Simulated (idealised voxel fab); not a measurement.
Presented below is a process module, voxel plated lines.
In the cross-section labelled cut, the width is 260 nm and each square cell is 5 nm.
Cross-section spec: square-cell grid; bands listed top down; each band is one or more rows.
It is stipulated that each band's entry specify, in nanometres, the height of the top of the band and then that of its bottom, followed by the materials of the band in left-to-right sequence, each together with its width in nanometres. A single material marked by the word "all across" is understood to fill the band from edge to edge; the word "empty" is understood to denote empty space.
Height 0 is the level under which the wafer as received is all one material. The lowest band goes on downwards, as in "0 -> down".
The notation "30 to 40" denotes a width that varies across the rows of cells in the band, beginning at the first number in the top row, finishing at the second number in the bottom row, and changing by an identical amount from each row to the next.
Reading "no modification" for a step: not a cell of the cross-section changed in it.
Closed empty spaces (no open way to the top) of 8 cells or more are what "Enclosed empty spaces" lists, each as width x height at distance from the left edge, nm for all three.
Whatever follows a step's settings on its line is a remark the simulator itself makes about that step.
You can add "overlay nm" to a step's line. For a step with a mask, it describes how far the mask lay to the right of its planned position, and a negative number describes a lay to the left.
### The following list gives the planned process steps
1. RECEIVE (material Si)
2. CONFORMAL_DEP (material Al2O3; thk nm 10)
3. DIRECTIONAL_DEP (material TiN; thk nm 5)
4. PATTERN (tone open; mask id LINES; material resist; width nm 20; pitch nm 40; thk nm 35; overlay nm 0)
5. EPI (material Ru; thk nm 10)
6. EPI (material Ru; thk nm 5)
7. EPI (material Ru; thk nm 10)
8. STRIP (etch materials resist)
9. DIRECTIONAL_ETCH (etch materials TiN; depth nm 5)
10. CONFORMAL_DEP (material SiO2; thk nm 10)
### Cross-section of the wafer upon arrival, representing the state reached after step 1
  0 -> down | Si all across
  Enclosed empty spaces: none
### First of two wafers at the end of the module, shown in cross-section; run carried out as planned
  50 -> 40 | empty=50, SiO2=160, empty=50
  40 -> 20 | empty=50, SiO2=10, Ru=20, SiO2=20, Ru=20, SiO2=20, Ru=20, SiO2=20, Ru=20, SiO2=10, empty=50
  20 -> 15 | SiO2=60, Ru=20, SiO2=20, Ru=20, SiO2=20, Ru=20, SiO2=20, Ru=20, SiO2=60
  15 -> 10 | SiO2=60, TiN=20, SiO2=20, TiN=20, SiO2=20, TiN=20, SiO2=20, TiN=20, SiO2=60
  10 -> 0 | Al2O3 all across
  0 -> down | Si all across
  Enclosed empty spaces: none
### Second of two wafers, module complete, sectioned: it shares the first wafer's start and plan but was run with one mistake
  40 -> 30 | empty=50, SiO2=160, empty=50
  30 -> 10 | empty=50, SiO2=10, Ru=20, SiO2=20, Ru=20, SiO2=20, Ru=20, SiO2=20, Ru=20, SiO2=10, empty=50
  10 -> 5 | SiO2=60, Ru=20, SiO2=20, Ru=20, SiO2=20, Ru=20, SiO2=20, Ru=20, SiO2=60
  5 -> 0 | SiO2=60, TiN=20, SiO2=20, TiN=20, SiO2=20, TiN=20, SiO2=20, TiN=20, SiO2=60
  0 -> down | Si all across
  Enclosed empty spaces: none
Diagnosis: step 2 was left out
The final cell counts differ between the wafers, with the second having more or fewer of some materials than the first: Al2O3 -104
